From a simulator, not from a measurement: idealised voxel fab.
Module name: voxel capacitor over wiring (process module)
Displayed cross-section: cut, width of 220 nm, square cells sized 5 nm.
Throughout this document, each cross-section is represented as a grid of square cells and is presented as a sequence of bands enumerated from the top downward, where a band comprises one or more rows of cells. The entry gives the band's vertical extent as a top height and a bottom height in nm, then its horizontal make-up as materials from left to right, each with a width in nm. "air" stands for empty space; a single material marked "all across" fills the band edge to edge. Heights are expressed relative to 0, this being the level below which the as-received wafer comprises one material exclusively. The lowest band is unbounded in the downward direction and is denoted as in "top 0, no bottom". Width: "30..40" (first number = top row, second number = bottom row, same change from row to row of cells). Reading "nothing got changed" for a step: not a cell of the cross-section changed in it. "Closed void table" contains a list of empty spaces, each no smaller than 8 cells and without an open way to the top, written in the form width x height at distance with the distance from the left edge and all three in nm. Heads up: the bit after the settings on a step's line is the simulator's remark on that step. overlay nm: mask offset rightward from planned place, masked step; negative means leftward offset. Reading guide: pairs of cross-sections, before and after one process step; after view cut off at lowest changed band; step and settings listed under each pair. Pairs may stem from different runs of this module on the same starting wafer; continuity with the pair above only where the "Before-step section" entry states it.

### Before-step section
  top 50, bottom 45: lowk all across
  top 45, bottom 40: lowk 60, then SiCN 35, then lowk 35, then SiCN 35, then lowk 55
  top 40, bottom 20: lowk 60, then SiCN 5, then W 25, then SiCN 5, then lowk 35, then SiCN 5, then W 25, then SiCN 5, then lowk 55
  top 20, bottom 15: SiCN 65, then TiN 25, then SiCN 45, then TiN 25, then SiCN 60
  top 15, bottom 0: SiO2 all across
  top 0, no bottom: Si all across
  Closed void table: none

### State After Step
  top 40, bottom 20: lowk 60, then SiCN 5, then W 25, then SiCN 5, then lowk 35, then SiCN 5, then W 25, then SiCN 5, then lowk 55
  Below a height of 20, the structure has not been altered.
  Closed void table: none
To go from the before cross-section above to the after cross-section, apply CMP: height nm 40

Before-step section: The structure entering this step is exactly what the pair just above shows after its step.

### State After Step
  top 45, bottom 40: SiCN all across
  Below a height of 40, the structure has not been altered.
  Closed void table: none
To go from the before cross-section above to the after cross-section, apply CONFORMAL_DEP: material SiCN, thk nm 5

Before-step section: The structure entering this step is exactly what the pair just above shows after its step.

### State After Step
  top 65, bottom 45: lowk all across
  Below a height of 45, the structure has not been altered.
  Closed void table: none
To go from the before cross-section above to the after cross-section, apply DIRECTIONAL_DEP: material lowk, thk nm 20

Before-step section: The structure entering this step is exactly what the pair just above shows after its step.

### State After Step
  top 85, bottom 65: resist 70, then air 15, then resist 135
  Below a height of 65, the structure has not been altered.
  Closed void table: none
To go from the before cross-section above to the after cross-section, apply PATTERN: tone open, mask id PLUG_1, material resist, width nm 15, thk nm 20, overlay nm 0

Before-step section: The structure entering this step is exactly what the pair just above shows after its step.

### State After Step
  top 85, bottom 65: resist 70, then air 15, then resist 135
  top 65, bottom 45: lowk 70, then air 15, then lowk 135
  Below a height of 45, the structure has not been altered.
  Closed void table: none
To go from the before cross-section above to the after cross-section, apply DIRECTIONAL_ETCH: etch materials lowk, depth nm 20

Before-step section: The structure entering this step is exactly what the pair just above shows after its step.

### State After Step
  top 85, bottom 65: resist 70, then air 15, then resist 135
  top 65, bottom 45: lowk 70, then air 15, then lowk 135
  top 45, bottom 40: SiCN 70, then air 15, then SiCN 135
  Below a height of 40, the structure has not been altered.
  Closed void table: none
To go from the before cross-section above to the after cross-section, apply DIRECTIONAL_ETCH: etch materials SiCN, depth nm 5

Before-step section: The structure entering this step is exactly what the pair just above shows after its step.

### State After Step
  top 65, bottom 45: lowk 70, then air 15, then lowk 135
  Below a height of 45, the structure has not been altered.
  Closed void table: none
To go from the before cross-section above to the after cross-section, apply STRIP: etch materials resist

Before-step section: The structure entering this step is exactly what the pair just above shows after its step.

### State After Step
  top 70, bottom 65: TiN 75, then air 5, then TiN 140
  top 65, bottom 45: lowk 70, then TiN 5, then air 5, then TiN 5, then lowk 135
  top 45, bottom 40: SiCN 70, then TiN 15, then SiCN 135
  Below a height of 40, the structure has not been altered.
  Closed void table: none
To go from the before cross-section above to the after cross-section, apply CONFORMAL_DEP: material TiN, thk nm 5

Before-step section: The structure entering this step is exactly what the pair just above shows after its step.

### State After Step
  top 75, bottom 70: Ru all across
  top 70, bottom 65: TiN 75, then Ru 5, then TiN 140
  top 65, bottom 45: lowk 70, then TiN 5, then Ru 5, then TiN 5, then lowk 135
  Below a height of 45, the structure has not been altered.
  Closed void table: none
To go from the before cross-section above to the after cross-section, apply FILL_DEP: material Ru, thk nm 5

Before-step section: The structure entering this step is exactly what the pair just above shows after its step.

### State After Step
  top 65, bottom 45: lowk 70, then TiN 5, then Ru 5, then TiN 5, then lowk 135
  Below a height of 45, the structure has not been altered.
  Closed void table: none
To go from the before cross-section above to the after cross-section, apply CMP: height nm 65

Before-step section: The structure entering this step is exactly what the pair just above shows after its step.

### State After Step
  top 75, bottom 65: TiN all across
  Below a height of 65, the structure has not been altered.
  Closed void table: none
To go from the before cross-section above to the after cross-section, apply DIRECTIONAL_DEP: material TiN, thk nm 10

Before-step section: The structure entering this step is exactly what the pair just above shows after its step.

### State After Step
  top 80, bottom 75: HfO2 all across
  Below a height of 75, the structure has not been altered.
  Closed void table: none
To go from the before cross-section above to the after cross-section, apply DIRECTIONAL_DEP: material HfO2, thk nm 5

Before-step section: The structure entering this step is exactly what the pair just above shows after its step.

### State After Step
  top 90, bottom 80: TiN all across
  Below a height of 80, the structure has not been altered.
  Closed void table: none
To go from the before cross-section above to the after cross-section, apply DIRECTIONAL_DEP: material TiN, thk nm 10

Before-step section: The structure entering this step is exactly what the pair just above shows after its step.

### State After Step
  top 105, bottom 90: air 70, then resist 55, then air 95
  Below a height of 90, the structure has not been altered.
  Closed void table: none
To go from the before cross-section above to the after cross-section, apply PATTERN: tone cover, mask id UPPER_PLATE, material resist, width nm 55, thk nm 15, overlay nm 0

Before-step section: The structure entering this step is exactly what the pair just above shows after its step.

### State After Step
  top 105, bottom 90: air 70, then resist 55, then air 95
  top 90, bottom 80: air 70, then TiN 55, then air 95
  Below a height of 80, the structure has not been altered.
  Closed void table: none
To go from the before cross-section above to the after cross-section, apply DIRECTIONAL_ETCH: etch materials TiN, depth nm 10

Before-step section: The structure entering this step is exactly what the pair just above shows after its step.

### State After Step
  top 105, bottom 90: air 70, then resist 55, then air 95
  top 90, bottom 80: air 70, then TiN 55, then air 95
  top 80, bottom 75: air 70, then HfO2 55, then air 95
  Below a height of 75, the structure has not been altered.
  Closed void table: none
To go from the before cross-section above to the after cross-section, apply DIRECTIONAL_ETCH: etch materials HfO2, depth nm 5

Before-step section: The structure entering this step is exactly what the pair just above shows after its step.

### State After Step
  top 90, bottom 80: air 70, then TiN 55, then air 95
  Below a height of 80, the structure has not been altered.
  Closed void table: none
To go from the before cross-section above to the after cross-section, apply STRIP: etch materials resist

Before-step section: The structure entering this step is exactly what the pair just above shows after its step.

### State After Step
  top 105, bottom 90: air 65, then resist 65, then air 90
  top 90, bottom 80: air 65, then resist 5, then TiN 55, then resist 5, then air 90
  top 80, bottom 75: air 65, then resist 5, then HfO2 55, then resist 5, then air 90
  Below a height of 75, the structure has not been altered.
  Closed void table: none
To go from the before cross-section above to the after cross-section, apply PATTERN: tone cover, mask id LOWER_PLATE, material resist, width nm 65, thk nm 15, overlay nm 0

Before-step section: The structure entering this step is exactly what the pair just above shows after its step.

### State After Step
  top 105, bottom 90: air 65, then resist 65, then air 90
  top 90, bottom 80: air 65, then resist 5, then TiN 55, then resist 5, then air 90
  top 80, bottom 75: air 65, then resist 5, then HfO2 55, then resist 5, then air 90
  top 75, bottom 65: air 65, then TiN 65, then air 90
  Below a height of 65, the structure has not been altered.
  Closed void table: none
To go from the before cross-section above to the after cross-section, apply DIRECTIONAL_ETCH: etch materials TiN, depth nm 10

Before-step section: The structure entering this step is exactly what the pair just above shows after its step.

### State After Step
  top 90, bottom 80: air 70, then TiN 55, then air 95
  top 80, bottom 75: air 70, then HfO2 55, then air 95
  Below a height of 75, the structure has not been altered.
  Closed void table: none
To go from the before cross-section above to the after cross-section, apply STRIP: etch materials resist

Before-step section: The structure entering this step is exactly what the pair just above shows after its step.

### State After Step
  top 105, bottom 90: SiO2 all across
  top 90, bottom 80: SiO2 70, then TiN 55, then SiO2 95
  top 80, bottom 75: SiO2 70, then HfO2 55, then SiO2 95
  top 75, bottom 65: SiO2 65, then TiN 65, then SiO2 90
  Below a height of 65, the structure has not been altered.
  Closed void table: none
To go from the before cross-section above to the after cross-section, apply FILL_DEP: material SiO2, thk nm 15

Before-step section: The structure entering this step is exactly what the pair just above shows after its step.

### State After Step
  top 100, bottom 90: SiO2 all across
  Below a height of 90, the structure has not been altered.
  Closed void table: none
To go from the before cross-section above to the after cross-section, apply CMP: height nm 100

Before-step section: The structure entering this step is exactly what the pair just above shows after its step.

### State After Step
  top 115, bottom 100: aC all across
  Below a height of 100, the structure has not been altered.
  Closed void table: none
To go from the before cross-section above to the after cross-section, apply DIRECTIONAL_DEP: material aC, thk nm 15

Before-step section: The structure entering this step is exactly what the pair just above shows after its step.

### State After Step
  top 145, bottom 115: resist 80, then air 15, then resist 125
  Below a height of 115, the structure has not been altered.
  Closed void table: none
To go from the before cross-section above to the after cross-section, apply PATTERN: tone open, mask id PLUG_2, material resist, width nm 15, thk nm 30, overlay nm 0

Before-step section: The structure entering this step is exactly what the pair just above shows after its step.

### State After Step
  top 130, bottom 115: resist 80, then air 15, then resist 125
  top 115, bottom 100: aC 80, then air 15, then aC 125
  Below a height of 100, the structure has not been altered.
  Closed void table: none
To go from the before cross-section above to the after cross-section, apply DIRECTIONAL_ETCH: etch materials aC, depth nm 15

Before-step section: The structure entering this step is exactly what the pair just above shows after its step.

### State After Step
  top 115, bottom 100: aC 80, then air 15, then aC 125
  Below a height of 100, the structure has not been altered.
  Closed void table: none
To go from the before cross-section above to the after cross-section, apply STRIP: etch materials resist

Before-step section: The structure entering this step is exactly what the pair just above shows after its step.

### State After Step
  top 115, bottom 100: aC 80, then air 15, then aC 125
  top 100, bottom 90: SiO2 80, then air 15, then SiO2 125
  Below a height of 90, the structure has not been altered.
  Closed void table: none
To go from the before cross-section above to the after cross-section, apply DIRECTIONAL_ETCH: etch materials SiO2, depth nm 10

Before-step section: The structure entering this step is exactly what the pair just above shows after its step.

### State After Step
  top 100, bottom 90: SiO2 80, then air 15, then SiO2 125
  Below a height of 90, the structure has not been altered.
  Closed void table: none
To go from the before cross-section above to the after cross-section, apply STRIP: etch materials aC

Before-step section: The structure entering this step is exactly what the pair just above shows after its step.

### State After Step
  top 105, bottom 100: TiN 85, then air 5, then TiN 130
  top 100, bottom 95: SiO2 80, then TiN 5, then air 5, then TiN 5, then SiO2 125
  top 95, bottom 90: SiO2 80, then TiN 15, then SiO2 125
  Below a height of 90, the structure has not been altered.
  Closed void table: none
To go from the before cross-section above to the after cross-section, apply CONFORMAL_DEP: material TiN, thk nm 5

Before-step section: The structure entering this step is exactly what the pair just above shows after its step.

### State After Step
  top 115, bottom 105: Cu all across
  top 105, bottom 100: TiN 85, then Cu 5, then TiN 130
  top 100, bottom 95: SiO2 80, then TiN 5, then Cu 5, then TiN 5, then SiO2 125
  Below a height of 95, the structure has not been altered.
  Closed void table: none
To go from the before cross-section above to the after cross-section, apply FILL_DEP: material Cu, thk nm 10

Before-step section: The structure entering this step is exactly what the pair just above shows after its step.

### State After Step
  top 100, bottom 95: SiO2 80, then TiN 5, then Cu 5, then TiN 5, then SiO2 125
  Below a height of 95, the structure has not been altered.
  Closed void table: none
To go from the before cross-section above to the after cross-section, apply CMP: height nm 100

Before-step section: The structure entering this step is exactly what the pair just above shows after its step.

### State After Step
  top 105, bottom 100: SiN all across
  Below a height of 100, the structure has not been altered.
  Closed void table: none
To go from the before cross-section above to the after cross-section, apply CONFORMAL_DEP: material SiN, thk nm 5

### Before-step section
  top 50, bottom 40: aC all across
  top 40, bottom 20: W all across
  top 20, bottom 15: TiN all across
  top 15, bottom 0: SiO2 all across
  top 0, no bottom: Si all across
  Closed void table: none

### State After Step
  top 80, bottom 50: air 55, then resist 20, then air 50, then resist 20, then air 75
  Below a height of 50, the structure has not been altered.
  Closed void table: none
To go from the before cross-section above to the after cross-section, apply PATTERN: tone cover, mask id METAL_1, material resist, width nm 20, pitch nm 70, thk nm 30, overlay nm -10

Before-step section: The structure entering this step is exactly what the pair just above shows after its step.

### State After Step
  top 70, bottom 50: air 55, then resist 20, then air 50, then resist 20, then air 75
  top 50, bottom 40: air 55, then aC 20, then air 50, then aC 20, then air 75
  Below a height of 40, the structure has not been altered.
  Closed void table: none
To go from the before cross-section above to the after cross-section, apply DIRECTIONAL_ETCH: etch materials aC, depth nm 10

Before-step section: The structure entering this step is exactly what the pair just above shows after its step.

### State After Step
  top 50, bottom 40: air 55, then aC 20, then air 50, then aC 20, then air 75
  Below a height of 40, the structure has not been altered.
  Closed void table: none
To go from the before cross-section above to the after cross-section, apply STRIP: etch materials resist

Before-step section: The structure entering this step is exactly what the pair just above shows after its step.

### State After Step
  top 50, bottom 40: air 55, then aC 20, then air 50, then aC 20, then air 75
  top 40, bottom 20: air 55, then W 20, then air 50, then W 20, then air 75
  Below a height of 20, the structure has not been altered.
  Closed void table: none
To go from the before cross-section above to the after cross-section, apply DIRECTIONAL_ETCH: etch materials W, depth nm 20

Before-step section: The structure entering this step is exactly what the pair just above shows after its step.

### State After Step
  top 50, bottom 40: air 55, then aC 20, then air 50, then aC 20, then air 75
  top 40, bottom 20: air 55, then W 20, then air 50, then W 20, then air 75
  top 20, bottom 15: air 55, then TiN 20, then air 50, then TiN 20, then air 75
  Below a height of 15, the structure has not been altered.
  Closed void table: none
To go from the before cross-section above to the after cross-section, apply DIRECTIONAL_ETCH: etch materials TiN, depth nm 5

Before-step section: The structure entering this step is exactly what the pair just above shows after its step.

### State After Step
  top 40, bottom 20: air 55, then W 20, then air 50, then W 20, then air 75
  Below a height of 20, the structure has not been altered.
  Closed void table: none
To go from the before cross-section above to the after cross-section, apply STRIP: etch materials aC

Before-step section: The structure entering this step is exactly what the pair just above shows after its step.

### State After Step
  top 45, bottom 40: air 50, then SiCN 30, then air 40, then SiCN 30, then air 70
  top 40, bottom 20: air 50, then SiCN 5, then W 20, then SiCN 5, then air 40, then SiCN 5, then W 20, then SiCN 5, then air 70
  top 20, bottom 15: SiCN 55, then TiN 20, then SiCN 50, then TiN 20, then SiCN 75
  Below a height of 15, the structure has not been altered.
  Closed void table: none
To go from the before cross-section above to the after cross-section, apply CONFORMAL_DEP: material SiCN, thk nm 5

Before-step section: The structure entering this step is exactly what the pair just above shows after its step.

### State After Step
  top 50, bottom 45: lowk all across
  top 45, bottom 40: lowk 50, then SiCN 30, then lowk 40, then SiCN 30, then lowk 70
  top 40, bottom 20: lowk 50, then SiCN 5, then W 20, then SiCN 5, then lowk 40, then SiCN 5, then W 20, then SiCN 5, then lowk 70
  Below a height of 20, the structure has not been altered.
  Closed void table: none
To go from the before cross-section above to the after cross-section, apply FILL_DEP: material lowk, thk nm 5

Before-step section: The structure entering this step is exactly what the pair just above shows after its step.

### State After Step
  top 40, bottom 20: lowk 50, then SiCN 5, then W 20, then SiCN 5, then lowk 40, then SiCN 5, then W 20, then SiCN 5, then lowk 70
  Below a height of 20, the structure has not been altered.
  Closed void table: none
To go from the before cross-section above to the after cross-section, apply CMP: height nm 40

Before-step section: The structure entering this step is exactly what the pair just above shows after its step.

### State After Step
  top 45, bottom 40: SiCN all across
  Below a height of 40, the structure has not been altered.
  Closed void table: none
To go from the before cross-section above to the after cross-section, apply CONFORMAL_DEP: material SiCN, thk nm 5

Before-step section: The structure entering this step is exactly what the pair just above shows after its step.

### State After Step
  top 65, bottom 45: lowk all across
  Below a height of 45, the structure has not been altered.
  Closed void table: none
To go from the before cross-section above to the after cross-section, apply DIRECTIONAL_DEP: material lowk, thk nm 20

Before-step section: The structure entering this step is exactly what the pair just above shows after its step.

### State After Step
  top 85, bottom 65: resist 70, then air 15, then resist 135
  Below a height of 65, the structure has not been altered.
  Closed void table: none
To go from the before cross-section above to the after cross-section, apply PATTERN: tone open, mask id PLUG_1, material resist, width nm 15, thk nm 20, overlay nm 0

Before-step section: The structure entering this step is exactly what the pair just above shows after its step.

### State After Step
  top 85, bottom 65: resist 70, then air 15, then resist 135
  top 65, bottom 45: lowk 70, then air 15, then lowk 135
  Below a height of 45, the structure has not been altered.
  Closed void table: none
To go from the before cross-section above to the after cross-section, apply DIRECTIONAL_ETCH: etch materials lowk, depth nm 20

Before-step section: The structure entering this step is exactly what the pair just above shows after its step.

### State After Step
  top 85, bottom 65: resist 70, then air 15, then resist 135
  top 65, bottom 45: lowk 70, then air 15, then lowk 135
  top 45, bottom 40: SiCN 70, then air 15, then SiCN 135
  Below a height of 40, the structure has not been altered.
  Closed void table: none
To go from the before cross-section above to the after cross-section, apply DIRECTIONAL_ETCH: etch materials SiCN, depth nm 5

Before-step section: The structure entering this step is exactly what the pair just above shows after its step.

### State After Step
  top 65, bottom 45: lowk 70, then air 15, then lowk 135
  Below a height of 45, the structure has not been altered.
  Closed void table: none
To go from the before cross-section above to the after cross-section, apply STRIP: etch materials resist

Before-step section: The structure entering this step is exactly what the pair just above shows after its step.

### State After Step
  top 70, bottom 65: TiN 75, then air 5, then TiN 140
  top 65, bottom 45: lowk 70, then TiN 5, then air 5, then TiN 5, then lowk 135
  top 45, bottom 40: SiCN 70, then TiN 15, then SiCN 135
  Below a height of 40, the structure has not been altered.
  Closed void table: none
To go from the before cross-section above to the after cross-section, apply CONFORMAL_DEP: material TiN, thk nm 5

Before-step section: The structure entering this step is exactly what the pair just above shows after its step.

### State After Step
  top 75, bottom 70: Ru all across
  top 70, bottom 65: TiN 75, then Ru 5, then TiN 140
  top 65, bottom 45: lowk 70, then TiN 5, then Ru 5, then TiN 5, then lowk 135
  Below a height of 45, the structure has not been altered.
  Closed void table: none
To go from the before cross-section above to the after cross-section, apply FILL_DEP: material Ru, thk nm 5

Before-step section: The structure entering this step is exactly what the pair just above shows after its step.

### State After Step
  top 65, bottom 45: lowk 70, then TiN 5, then Ru 5, then TiN 5, then lowk 135
  Below a height of 45, the structure has not been altered.
  Closed void table: none
To go from the before cross-section above to the after cross-section, apply CMP: height nm 65

Before-step section: The structure entering this step is exactly what the pair just above shows after its step.

### State After Step
  top 75, bottom 65: TiN all across
  Below a height of 65, the structure has not been altered.
  Closed void table: none
To go from the before cross-section above to the after cross-section, apply DIRECTIONAL_DEP: material TiN, thk nm 10

Before-step section: The structure entering this step is exactly what the pair just above shows after its step.

### State After Step
  top 80, bottom 75: HfO2 all across
  Below a height of 75, the structure has not been altered.
  Closed void table: none
To go from the before cross-section above to the after cross-section, apply DIRECTIONAL_DEP: material HfO2, thk nm 5

Before-step section: The structure entering this step is exactly what the pair just above shows after its step.

### State After Step
  top 90, bottom 80: TiN all across
  Below a height of 80, the structure has not been altered.
  Closed void table: none
To go from the before cross-section above to the after cross-section, apply DIRECTIONAL_DEP: material TiN, thk nm 10

Before-step section: The structure entering this step is exactly what the pair just above shows after its step.

### State After Step
  top 105, bottom 90: air 70, then resist 55, then air 95
  Below a height of 90, the structure has not been altered.
  Closed void table: none
To go from the before cross-section above to the after cross-section, apply PATTERN: tone cover, mask id UPPER_PLATE, material resist, width nm 55, thk nm 15, overlay nm 0

Before-step section: The structure entering this step is exactly what the pair just above shows after its step.

### State After Step
  top 105, bottom 90: air 70, then resist 55, then air 95
  top 90, bottom 80: air 70, then TiN 55, then air 95
  Below a height of 80, the structure has not been altered.
  Closed void table: none
To go from the before cross-section above to the after cross-section, apply DIRECTIONAL_ETCH: etch materials TiN, depth nm 10

Before-step section: The structure entering this step is exactly what the pair just above shows after its step.

### State After Step
  top 105, bottom 90: air 70, then resist 55, then air 95
  top 90, bottom 80: air 70, then TiN 55, then air 95
  top 80, bottom 75: air 70, then HfO2 55, then air 95
  Below a height of 75, the structure has not been altered.
  Closed void table: none
To go from the before cross-section above to the after cross-section, apply DIRECTIONAL_ETCH: etch materials HfO2, depth nm 5

Before-step section: The structure entering this step is exactly what the pair just above shows after its step.

### State After Step
  top 90, bottom 80: air 70, then TiN 55, then air 95
  Below a height of 80, the structure has not been altered.
  Closed void table: none
To go from the before cross-section above to the after cross-section, apply STRIP: etch materials resist

Before-step section: The structure entering this step is exactly what the pair just above shows after its step.

### State After Step
  top 105, bottom 90: air 65, then resist 65, then air 90
  top 90, bottom 80: air 65, then resist 5, then TiN 55, then resist 5, then air 90
  top 80, bottom 75: air 65, then resist 5, then HfO2 55, then resist 5, then air 90
  Below a height of 75, the structure has not been altered.
  Closed void table: none
To go from the before cross-section above to the after cross-section, apply PATTERN: tone cover, mask id LOWER_PLATE, material resist, width nm 65, thk nm 15, overlay nm 0

Before-step section: The structure entering this step is exactly what the pair just above shows after its step.

### State After Step
  top 105, bottom 90: air 65, then resist 65, then air 90
  top 90, bottom 80: air 65, then resist 5, then TiN 55, then resist 5, then air 90
  top 80, bottom 75: air 65, then resist 5, then HfO2 55, then resist 5, then air 90
  top 75, bottom 65: air 65, then TiN 65, then air 90
  Below a height of 65, the structure has not been altered.
  Closed void table: none
To go from the before cross-section above to the after cross-section, apply DIRECTIONAL_ETCH: etch materials TiN, depth nm 10

Before-step section: The structure entering this step is exactly what the pair just above shows after its step.

### State After Step
  top 90, bottom 80: air 70, then TiN 55, then air 95
  top 80, bottom 75: air 70, then HfO2 55, then air 95
  Below a height of 75, the structure has not been altered.
  Closed void table: none
To go from the before cross-section above to the after cross-section, apply STRIP: etch materials resist

Before-step section: The structure entering this step is exactly what the pair just above shows after its step.

### State After Step
  top 105, bottom 90: SiO2 all across
  top 90, bottom 80: SiO2 70, then TiN 55, then SiO2 95
  top 80, bottom 75: SiO2 70, then HfO2 55, then SiO2 95
  top 75, bottom 65: SiO2 65, then TiN 65, then SiO2 90
  Below a height of 65, the structure has not been altered.
  Closed void table: none
To go from the before cross-section above to the after cross-section, apply FILL_DEP: material SiO2, thk nm 15

Before-step section: The structure entering this step is exactly what the pair just above shows after its step.

### State After Step
  top 100, bottom 90: SiO2 all across
  Below a height of 90, the structure has not been altered.
  Closed void table: none
To go from the before cross-section above to the after cross-section, apply CMP: height nm 100

Before-step section: The structure entering this step is exactly what the pair just above shows after its step.

### State After Step
  top 115, bottom 100: aC all across
  Below a height of 100, the structure has not been altered.
  Closed void table: none
To go from the before cross-section above to the after cross-section, apply DIRECTIONAL_DEP: material aC, thk nm 15

Before-step section: The structure entering this step is exactly what the pair just above shows after its step.

### State After Step
  top 145, bottom 115: resist 80, then air 15, then resist 125
  Below a height of 115, the structure has not been altered.
  Closed void table: none
To go from the before cross-section above to the after cross-section, apply PATTERN: tone open, mask id PLUG_2, material resist, width nm 15, thk nm 30, overlay nm 0

Before-step section: The structure entering this step is exactly what the pair just above shows after its step.

### State After Step
  top 130, bottom 115: resist 80, then air 15, then resist 125
  top 115, bottom 100: aC 80, then air 15, then aC 125
  Below a height of 100, the structure has not been altered.
  Closed void table: none
To go from the before cross-section above to the after cross-section, apply DIRECTIONAL_ETCH: etch materials aC, depth nm 15

Before-step section: The structure entering this step is exactly what the pair just above shows after its step.

### State After Step
  top 115, bottom 100: aC 80, then air 15, then aC 125
  Below a height of 100, the structure has not been altered.
  Closed void table: none
To go from the before cross-section above to the after cross-section, apply STRIP: etch materials resist

Before-step section: The structure entering this step is exactly what the pair just above shows after its step.

### State After Step
  top 115, bottom 100: aC 80, then air 15, then aC 125
  top 100, bottom 90: SiO2 80, then air 15, then SiO2 125
  Below a height of 90, the structure has not been altered.
  Closed void table: none
To go from the before cross-section above to the after cross-section, apply DIRECTIONAL_ETCH: etch materials SiO2, depth nm 10

Before-step section: The structure entering this step is exactly what the pair just above shows after its step.

### State After Step
  top 100, bottom 90: SiO2 80, then air 15, then SiO2 125
  Below a height of 90, the structure has not been altered.
  Closed void table: none
To go from the before cross-section above to the after cross-section, apply STRIP: etch materials aC

Before-step section: The structure entering this step is exactly what the pair just above shows after its step.

### State After Step
  top 105, bottom 100: TiN 85, then air 5, then TiN 130
  top 100, bottom 95: SiO2 80, then TiN 5, then air 5, then TiN 5, then SiO2 125
  top 95, bottom 90: SiO2 80, then TiN 15, then SiO2 125
  Below a height of 90, the structure has not been altered.
  Closed void table: none
To go from the before cross-section above to the after cross-section, apply CONFORMAL_DEP: material TiN, thk nm 5

Before-step section: The structure entering this step is exactly what the pair just above shows after its step.

### State After Step
  top 115, bottom 105: Cu all across
  top 105, bottom 100: TiN 85, then Cu 5, then TiN 130
  top 100, bottom 95: SiO2 80, then TiN 5, then Cu 5, then TiN 5, then SiO2 125
  Below a height of 95, the structure has not been altered.
  Closed void table: none
To go from the before cross-section above to the after cross-section, apply FILL_DEP: material Cu, thk nm 10

Before-step section: The structure entering this step is exactly what the pair just above shows after its step.

### State After Step
  top 100, bottom 95: SiO2 80, then TiN 5, then Cu 5, then TiN 5, then SiO2 125
  Below a height of 95, the structure has not been altered.
  Closed void table: none
To go from the before cross-section above to the after cross-section, apply CMP: height nm 100

Before-step section: The structure entering this step is exactly what the pair just above shows after its step.

### State After Step
  top 105, bottom 100: SiN all across
  Below a height of 100, the structure has not been altered.
  Closed void table: none
To go from the before cross-section above to the after cross-section, apply CONFORMAL_DEP: material SiN, thk nm 5

### Before-step section
  top 65, bottom 45: lowk 70, then TiN 5, then Ru 5, then TiN 5, then lowk 135
  top 45, bottom 40: SiCN 70, then TiN 15, then SiCN 135
  top 40, bottom 20: lowk 60, then SiCN 5, then W 20, then SiCN 5, then lowk 40, then SiCN 5, then W 20, then SiCN 5, then lowk 60
  top 20, bottom 15: SiCN 65, then TiN 20, then SiCN 50, then TiN 20, then SiCN 65
  top 15, bottom 0: SiO2 all across
  top 0, no bottom: Si all across
  Closed void table: none

### State After Step
  top 75, bottom 65: Cu all across
  Below a height of 65, the structure has not been altered.
  Closed void table: none
To go from the before cross-section above to the after cross-section, apply DIRECTIONAL_DEP: material Cu, thk nm 10

Before-step section: The structure entering this step is exactly what the pair just above shows after its step.

### State After Step
  top 80, bottom 75: HfO2 all across
  Below a height of 75, the structure has not been altered.
  Closed void table: none
To go from the before cross-section above to the after cross-section, apply DIRECTIONAL_DEP: material HfO2, thk nm 5

Before-step section: The structure entering this step is exactly what the pair just above shows after its step.

### State After Step
  top 90, bottom 80: TiN all across
  Below a height of 80, the structure has not been altered.
  Closed void table: none
To go from the before cross-section above to the after cross-section, apply DIRECTIONAL_DEP: material TiN, thk nm 10

Before-step section: The structure entering this step is exactly what the pair just above shows after its step.

### State After Step
  top 105, bottom 90: air 70, then resist 55, then air 95
  Below a height of 90, the structure has not been altered.
  Closed void table: none
To go from the before cross-section above to the after cross-section, apply PATTERN: tone cover, mask id UPPER_PLATE, material resist, width nm 55, thk nm 15, overlay nm 0

Before-step section: The structure entering this step is exactly what the pair just above shows after its step.

### State After Step
  top 105, bottom 90: air 70, then resist 55, then air 95
  top 90, bottom 80: air 70, then TiN 55, then air 95
  Below a height of 80, the structure has not been altered.
  Closed void table: none
To go from the before cross-section above to the after cross-section, apply DIRECTIONAL_ETCH: etch materials TiN, depth nm 10

Before-step section: The structure entering this step is exactly what the pair just above shows after its step.

### State After Step
  top 105, bottom 90: air 70, then resist 55, then air 95
  top 90, bottom 80: air 70, then TiN 55, then air 95
  top 80, bottom 75: air 70, then HfO2 55, then air 95
  Below a height of 75, the structure has not been altered.
  Closed void table: none
To go from the before cross-section above to the after cross-section, apply DIRECTIONAL_ETCH: etch materials HfO2, depth nm 5

Before-step section: The structure entering this step is exactly what the pair just above shows after its step.

### State After Step
  top 90, bottom 80: air 70, then TiN 55, then air 95
  Below a height of 80, the structure has not been altered.
  Closed void table: none
To go from the before cross-section above to the after cross-section, apply STRIP: etch materials resist

Before-step section: The structure entering this step is exactly what the pair just above shows after its step.

### State After Step
  top 105, bottom 90: air 65, then resist 65, then air 90
  top 90, bottom 80: air 65, then resist 5, then TiN 55, then resist 5, then air 90
  top 80, bottom 75: air 65, then resist 5, then HfO2 55, then resist 5, then air 90
  Below a height of 75, the structure has not been altered.
  Closed void table: none
To go from the before cross-section above to the after cross-section, apply PATTERN: tone cover, mask id LOWER_PLATE, material resist, width nm 65, thk nm 15, overlay nm 0

Before-step section: The structure entering this step is exactly what the pair just above shows after its step.

### State After Step
  top 90, bottom 80: air 70, then TiN 55, then air 95
  top 80, bottom 75: air 70, then HfO2 55, then air 95
  Below a height of 75, the structure has not been altered.
  Closed void table: none
To go from the before cross-section above to the after cross-section, apply STRIP: etch materials resist

Before-step section: The structure entering this step is exactly what the pair just above shows after its step.

### State After Step
  top 105, bottom 90: SiO2 all across
  top 90, bottom 80: SiO2 70, then TiN 55, then SiO2 95
  top 80, bottom 75: SiO2 70, then HfO2 55, then SiO2 95
  Below a height of 75, the structure has not been altered.
  Closed void table: none
To go from the before cross-section above to the after cross-section, apply FILL_DEP: material SiO2, thk nm 15

Before-step section: The structure entering this step is exactly what the pair just above shows after its step.

### State After Step
  top 100, bottom 90: SiO2 all across
  Below a height of 90, the structure has not been altered.
  Closed void table: none
To go from the before cross-section above to the after cross-section, apply CMP: height nm 100

Before-step section: The structure entering this step is exactly what the pair just above shows after its step.

### State After Step
  top 115, bottom 100: aC all across
  Below a height of 100, the structure has not been altered.
  Closed void table: none
To go from the before cross-section above to the after cross-section, apply DIRECTIONAL_DEP: material aC, thk nm 15

Before-step section: The structure entering this step is exactly what the pair just above shows after its step.

### State After Step
  top 145, bottom 115: resist 80, then air 15, then resist 125
  Below a height of 115, the structure has not been altered.
  Closed void table: none
To go from the before cross-section above to the after cross-section, apply PATTERN: tone open, mask id PLUG_2, material resist, width nm 15, thk nm 30, overlay nm 0

Before-step section: The structure entering this step is exactly what the pair just above shows after its step.

### State After Step
  top 130, bottom 115: resist 80, then air 15, then resist 125
  top 115, bottom 100: aC 80, then air 15, then aC 125
  Below a height of 100, the structure has not been altered.
  Closed void table: none
To go from the before cross-section above to the after cross-section, apply DIRECTIONAL_ETCH: etch materials aC, depth nm 15
